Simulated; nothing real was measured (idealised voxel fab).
This is a process module. Its name is voxel released beams.
185 nm wide, 5 nm square cells: that's cross-section cut.
The cross-sections in this document take the form of a grid made of square cells. They are written out as bands, in order from top to bottom. Each band consists of one or more rows of cells. What a band's entry tells you: where the top is and where the bottom is, as heights in nm, and after that what lies inside, material by material from left to right, each with its width in nm. Empty space is written as the word "blank", and a single material marked with the word "full width" occupies the band from edge to edge. Heights from 0 (as-received wafer is one material below). Bottom band endless downward, as "0 and below". You'd read "30->40" like this: the band's top row of cells is as wide as the first number, its bottom row is as wide as the second, and going down, every row changes width by the same amount as the row before did. Step note "changes: none" = no cross-section cell changed. The list in "Unvented internal voids" covers empty spaces of 8 cells or more that cannot reach the top through any open way, and it gives each as width x height at distance; the distance is from the left edge, and width, height and distance are in nm. Past the settings on a step's line: simulator remark, on that step. "overlay nm" on a masked step: distance the mask lay right of its planned place, negative for left.

Planned step list for the process
step 1: RECEIVE [material Si]
step 2: CONFORMAL_DEP [material Al2O3] [thk nm 10]
step 3: DIRECTIONAL_DEP [material SiO2] [thk nm 15]
step 4: DIRECTIONAL_DEP [material aC] [thk nm 15]
step 5: PATTERN [tone open] [mask id ANCHOR] [material resist] [width nm 40] [thk nm 35] [overlay nm 0]
step 6: DIRECTIONAL_ETCH [etch materials aC] [depth nm 15]
step 7: STRIP [etch materials resist]
step 8: DIRECTIONAL_ETCH [etch materials SiO2] [depth nm 15]
step 9: STRIP [etch materials aC]
step 10: CONFORMAL_DEP [material W] [thk nm 15]
step 11: MASKED_ETCH [tone cover] [mask id BEAM] [width nm 105] [etch materials W] [depth nm 15] [overlay nm 0]
step 12: STRIP [etch materials SiO2]

As received (post step 1): cross-section
  0 and below = Si full width
  Unvented internal voids: none

Cross-sectional image of the first of two wafers at the end of the module, the run having proceeded as planned
  40 down to 25 = 35 of blank / 20 of W / 10 of blank / 75 of W / 45 of blank
  25 down to 10 = 40 of blank / 40 of W / 105 of blank
  10 down to 0 = Al2O3 full width
  0 and below = Si full width
  Unvented internal voids: none

Cross-section, wafer two of two, end of module: same start and plan as wafer one, one error in execution
  55 down to 40 = 35 of blank / 105 of W / 45 of blank
  40 down to 25 = W full width
  25 down to 10 = 40 of SiO2 / 40 of W / 105 of SiO2
  10 down to 0 = Al2O3 full width
  0 and below = Si full width
  Unvented internal voids: none
what went wrong: step 10 from the plan got run twice
It is noted that, at the conclusion of processing, the second wafer exhibits a higher or lower cell count for certain materials relative to the first: SiO2 +87; W +117
